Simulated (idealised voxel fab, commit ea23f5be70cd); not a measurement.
Herein follows the process module entitled voxel released beams.
Each square cell in cross-section cut measures 5 nm, and the section as a whole is 185 nm wide.
Cross-sections here: square-cell grids, written as top-down lists of bands, a band being one or more rows of cells. Quick guide to a band line: top height, bottom height (nm) up front; then every material left to right with its width in nm. Only one material and it's marked "throughout"? Then it fills the band edge to edge. And "blank" just means empty space. Note: height 0 marks the level under which the wafer is uniformly one material as received. Lowest band unbounded below, written "z 0 and below". A two-number width, for instance "30->40", indicates that the width is equal to the first number in the top row of the band and to the second number in the bottom row, and that it changes by a constant amount per row of cells. "left unchanged" (step): cross-section cells unchanged, all of them. You'll see "Voids, sealed" listing empty spaces that have no way open to the top, as long as they're 8 cells or more; the notation is width x height at distance, where the distance is from the left edge, and all of it is in nm. after a step's settings: what the simulator itself notes on the step. "overlay nm", when on a step's line for a step with a mask, measures how far to the right of its planned place the mask lay; a negative measure means to the left.

### plan
| 1 | RECEIVE,material Si |
| 2 | CONFORMAL_DEP,material Al2O3,thk nm 5 |
| 3 | DIRECTIONAL_DEP,material SiO2,thk nm 10 |
| 4 | DIRECTIONAL_DEP,material aC,thk nm 10 |
| 5 | PATTERN,tone open,mask id ANCHOR,material resist,width nm 35,thk nm 30,overlay nm 0 |
| 6 | DIRECTIONAL_ETCH,etch materials aC,depth nm 10 |
| 7 | STRIP,etch materials resist |
| 8 | DIRECTIONAL_ETCH,etch materials SiO2,depth nm 10 |
| 9 | STRIP,etch materials aC |
| 10 | CONFORMAL_DEP,material polySi,thk nm 10 |
| 11 | MASKED_ETCH,tone cover,mask id BEAM,width nm 95,etch materials polySi,depth nm 10,overlay nm 0 |
| 12 | STRIP,etch materials SiO2 |

### Delivered wafer in cross-section: state after step 1
* z 0 and below | Si throughout
* Voids, sealed: none

### Wafer cross-section at end of module: start and plan as shown above, one execution error
* z 25 to 15 | 40 of blank; 95 of polySi; 50 of blank
* z 15 to 10 | Al2O3 throughout
* z 10 to 0 | SiO2 throughout
* z 0 and below | Si throughout
* Voids, sealed: none
Where did the run depart from the plan? steps 2 and 3 got flipped, so each one ran where the other should have
